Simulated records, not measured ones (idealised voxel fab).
process module | voxel self aligned contacts
cross-section cut | 260 nm wide | cells 5 nm
A cross-section is a grid of square cells, given in bands from the top down. A band is one or more rows of cells.
Each band's line starts with the height of the band's top and of its bottom, in nm. Then come its materials from left to right, each with its width in nm. One material with "throughout" fills the band from edge to edge. "air" is empty space.
Height 0 is the level under which the wafer as received is all one material. The lowest band goes on downwards, as in "0 down".
A width such as "30 to 40" changes by the same amount from each row of cells to the next, from the band's top row to its bottom row.
"no change" after a step means that no cell of the cross-section changed.
closed voids: empty space of 8 cells or more with no open way to the top, each as width x height at its distance from the left edge, in nm
after a step's settings: what the simulator itself notes on the step
overlay nm, on a step with a mask: how far to the right of its planned place the mask lay; to the left if negative
plan
1 op RECEIVE | material Si
2 op CONFORMAL_DEP | material SiO2 | thk nm 5
3 op DIRECTIONAL_DEP | material polySi | thk nm 30
4 op DIRECTIONAL_DEP | material SiN | thk nm 15
5 op MASKED_ETCH | tone cover | mask id GATE | width nm 25 | pitch nm 55 | etch materials SiN | depth nm 15 | overlay nm 0
6 op MASKED_ETCH | tone cover | mask id GATE | width nm 25 | pitch nm 55 | etch materials polySi | depth nm 30 | overlay nm 0
7 op CONFORMAL_DEP | material SiN | thk nm 5
8 op DIRECTIONAL_ETCH | etch materials SiN | depth nm 5
9 op FILL_DEP | material SiO2 | thk nm 20
10 op CMP | height nm 60
11 op PATTERN | tone open | mask id CONTACT | material resist | width nm 40 | thk nm 20 | overlay nm 0
12 op DIRECTIONAL_ETCH | etch materials SiO2 | depth nm 60
13 op STRIP | etch materials resist
14 op CONFORMAL_DEP | material TiN | thk nm 5
15 op FILL_DEP | material Ru | thk nm 5
16 op CMP | height nm 60
17 op CONFORMAL_DEP | material SiCN | thk nm 5
varied across the wafers: thk nm of step 7. The plan shows the first wafer's value. All wafers start alike
first wafer as received, after step 1
  0 down: Si throughout
  closed voids: none
each wafer at the end: cells of each material gained (+) or lost (-) since it was received, then its closed voids
thk nm 5 | +26 Ru | +52 SiCN | +66 SiN | +442 SiO2 | +30 TiN | +60 polySi | closed voids: none
thk nm 10 | +52 SiCN | +154 SiN | +384 SiO2 | +26 TiN | +60 polySi | closed voids: none
thk nm 15 | +52 SiCN | +242 SiN | +322 SiO2 | +60 polySi | closed voids: none
thk nm 20 | +52 SiCN | +288 SiN | +276 SiO2 | +60 polySi | closed voids: none
